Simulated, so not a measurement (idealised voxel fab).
Process module name: voxel gate over fins
Shown is cross-section cut, with a width of 250 nm and square cells of size 5 nm.
Notation: cross-section as square-cell grid; stated in bands, top first, going down; one or more cell rows per band. Each band's line starts with the height of the band's top and of its bottom, in nm. Then come its materials from left to right, each with its width in nm. One material with "throughout" fills the band from edge to edge. "air" is empty space. Note: height 0 marks the level under which the wafer is uniformly one material as received. Lowest band unbounded below, written "z 0 and below". Note: "30..40" means the width goes from the first number (top row of the band) to the second number (bottom row) in equal steps per row of cells. No cell of the cross-section changed in a step that is given as "no change occurred". In the "Fully sealed cavities" entry, you get each enclosed empty space of 8 cells or more, one with no open way to the top, written width x height at distance, distance from the left edge, in nm. Read whatever lies past the settings on a step's line as the simulator's own remark about the step. The setting "overlay nm" may be written on the line of a step. When the step uses a mask, the value reports how far to the right of the planned place the mask lay, and a negative value reports that it lay to the left.
**Listed below are the process steps as planned**
1,RECEIVE: material Si
2,CONFORMAL_DEP: material SiN, thk nm 10
3,PATTERN: tone cover, mask id FINS, material resist, width nm 15, pitch nm 35, thk nm 20, overlay nm -15
4,DIRECTIONAL_ETCH: etch materials SiN, depth nm 10
5,DIRECTIONAL_ETCH: etch materials Si, depth nm 35
6,STRIP: etch materials resist
7,FILL_DEP: material SiO2, thk nm 10
8,CMP: height nm 10
9,SELECTIVE_ETCH: etch materials SiO2, depth nm 25
10,STRIP: etch materials SiN
11,CONFORMAL_DEP: material HfO2, thk nm 5
12,CONFORMAL_DEP: material TiN, thk nm 5
13,CONFORMAL_DEP: material TiAl, thk nm 5
14,CONFORMAL_DEP: material TiN, thk nm 5
15,FILL_DEP: material W, thk nm 10
16,CMP: height nm 25
17,CONFORMAL_DEP: material SiN, thk nm 5
For this document, wafers share an identical start and vary in the step 3 overlay nm; the plan quotes the first wafer's value.
**The first of several wafers as received, shown in cross-section; this is its state after step 1**
    z 0 and below: Si throughout
    Fully sealed cavities: none
**Below, a row for every wafer. Read it as the end-of-module picture: for each material the wafer shows its cells gained (+) or lost (-) since it was received, and then its closed voids**
overlay nm -15; +62 HfO2; -308 Si; +50 SiN; +176 SiO2; +56 TiAl; +118 TiN; +146 W; Fully sealed cavities: none
overlay nm -10; +62 HfO2; -308 Si; +50 SiN; +176 SiO2; +56 TiAl; +118 TiN; +146 W; Fully sealed cavities: none
overlay nm -5; +62 HfO2; -308 Si; +50 SiN; +176 SiO2; +56 TiAl; +118 TiN; +146 W; Fully sealed cavities: none
overlay nm 0; +62 HfO2; -308 Si; +50 SiN; +176 SiO2; +56 TiAl; +118 TiN; +146 W; Fully sealed cavities: none
overlay nm 5; +62 HfO2; -308 Si; +50 SiN; +176 SiO2; +56 TiAl; +118 TiN; +146 W; Fully sealed cavities: none
overlay nm 10; +62 HfO2; -308 Si; +50 SiN; +176 SiO2; +56 TiAl; +118 TiN; +146 W; Fully sealed cavities: none
overlay nm 15; +62 HfO2; -308 Si; +50 SiN; +176 SiO2; +56 TiAl; +118 TiN; +146 W; Fully sealed cavities: none
